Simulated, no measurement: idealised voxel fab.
This is a process module. Its name is voxel capacitor over wiring.
This is section cut - it's 265 nm across, gridded in 5 nm square cells.
A cross-section is written here as square cells arranged in a grid, and it is given in bands from the top down, each band taking up one or more rows of cells. Top height, bottom height, nm. Materials left to right, width each, nm. Single material + "everywhere" = fills band edge to edge. "blank" = empty. For the purposes of this specification, 0 denotes the height below which the wafer in its as-received condition is composed wholly of one material, and the lowermost band, lacking a lower limit, extends downward without end, as expressed in "from 0 down". Top row gets the first number, bottom row gets the second, and each row in between changes by the same step: that is how a band width like "30..40" works. Where a step carries "nothing altered", the cross-section came out of it unchanged, cell for cell. Entry "Trapped voids" = empty spaces >= 8 cells with no open way to the top; each as width x height at distance, distance from left edge, all nm. That trailing text on a step's line, after the settings, is the simulator's own remark on the step. Steps that use a mask can have "overlay nm" on their line. It says how far the mask sat to the right of where it was meant to be. Negative means to the left.
## Below is the list of planned process steps
| 1 | RECEIVE: material Si |
| 2 | CONFORMAL_DEP: material SiO2, thk nm 15 |
| 3 | CONFORMAL_DEP: material SiCN, thk nm 5 |
| 4 | DIRECTIONAL_DEP: material SiO2, thk nm 15 |
| 5 | MASKED_ETCH: tone open, mask id METAL_1, width nm 25, pitch nm 85, etch materials SiO2, depth nm 15, overlay nm 0 |
| 6 | MASKED_ETCH: tone open, mask id METAL_1, width nm 25, pitch nm 85, etch materials SiCN, depth nm 5, overlay nm 0 |
| 7 | CONFORMAL_DEP: material TiN, thk nm 5 |
| 8 | FILL_DEP: material Ru, thk nm 10 |
| 9 | CMP: height nm 35 |
| 10 | EPI: material Ru, thk nm 5 |
| 11 | FILL_DEP: material SiCN, thk nm 5 |
| 12 | DIRECTIONAL_DEP: material SiO2, thk nm 10 |
| 13 | PATTERN: tone open, mask id PLUG_1, material resist, width nm 15, thk nm 20, overlay nm 0 |
| 14 | DIRECTIONAL_ETCH: etch materials SiO2, depth nm 10 |
| 15 | DIRECTIONAL_ETCH: etch materials SiCN, depth nm 5 |
| 16 | STRIP: etch materials resist |
| 17 | CONFORMAL_DEP: material TiN, thk nm 5 |
| 18 | FILL_DEP: material Ru, thk nm 5 |
| 19 | CMP: height nm 55 |
| 20 | DIRECTIONAL_DEP: material TiN, thk nm 10 |
| 21 | DIRECTIONAL_DEP: material SiN, thk nm 5 |
| 22 | DIRECTIONAL_DEP: material TiN, thk nm 10 |
| 23 | DIRECTIONAL_DEP: material aC, thk nm 15 |
| 24 | PATTERN: tone cover, mask id UPPER_PLATE, material resist, width nm 65, thk nm 30, overlay nm 0 |
| 25 | DIRECTIONAL_ETCH: etch materials aC, depth nm 15 |
| 26 | STRIP: etch materials resist |
| 27 | DIRECTIONAL_ETCH: etch materials TiN, depth nm 10 |
| 28 | DIRECTIONAL_ETCH: etch materials SiN, depth nm 5 |
| 29 | STRIP: etch materials aC |
| 30 | DIRECTIONAL_DEP: material aC, thk nm 10 |
| 31 | PATTERN: tone cover, mask id LOWER_PLATE, material resist, width nm 75, thk nm 30, overlay nm 0 |
| 32 | DIRECTIONAL_ETCH: etch materials aC, depth nm 10 |
| 33 | STRIP: etch materials resist |
| 34 | DIRECTIONAL_ETCH: etch materials TiN, depth nm 10 |
| 35 | STRIP: etch materials aC |
| 36 | FILL_DEP: material SiO2, thk nm 15 |
| 37 | CMP: height nm 90 |
| 38 | MASKED_ETCH: tone open, mask id PLUG_2, width nm 15, etch materials SiO2, depth nm 10, overlay nm 0 |
| 39 | CONFORMAL_DEP: material TiN, thk nm 5 |
| 40 | FILL_DEP: material Ru, thk nm 10 |
| 41 | CMP: height nm 90 |
| 42 | CONFORMAL_DEP: material SiCN, thk nm 5 |
## Cross-section of the wafer upon arrival, representing the state reached after step 1
from 0 down  Si everywhere
Trapped voids: none
## Cross-section, end of module. Start: as above. Plan: as above. Execution: one mistake
from 95 to 90  SiCN everywhere
from 90 to 85  95 of SiO2; 5 of TiN; 5 of Ru; 5 of TiN; 155 of SiO2
from 85 to 80  95 of SiO2; 15 of TiN; 155 of SiO2
from 80 to 70  85 of SiO2; 65 of TiN; 115 of SiO2
from 70 to 65  85 of SiO2; 65 of SiN; 115 of SiO2
from 65 to 55  80 of SiO2; 75 of TiN; 110 of SiO2
from 55 to 45  85 of SiO2; 5 of TiN; 5 of Ru; 5 of TiN; 165 of SiO2
from 45 to 40  85 of SiCN; 15 of TiN; 165 of SiCN
from 40 to 35  60 of SiCN; 35 of Ru; 50 of SiCN; 35 of Ru; 85 of SiCN
from 35 to 25  65 of SiO2; 5 of TiN; 15 of Ru; 5 of TiN; 60 of SiO2; 5 of TiN; 15 of Ru; 5 of TiN; 90 of SiO2
from 25 to 20  65 of SiO2; 15 of TiN; 5 of Ru; 5 of TiN; 60 of SiO2; 15 of TiN; 5 of Ru; 5 of TiN; 90 of SiO2
from 20 to 15  75 of SiCN; 15 of TiN; 70 of SiCN; 15 of TiN; 90 of SiCN
from 15 to 0  SiO2 everywhere
from 0 down  Si everywhere
Trapped voids: none
Here's what went sideways: step 5 ran differently from the plan; actual operation with settings: MASKED_ETCH: tone open, mask id METAL_1, width nm 25, pitch nm 85, etch materials SiO2, depth nm 15, overlay nm -10
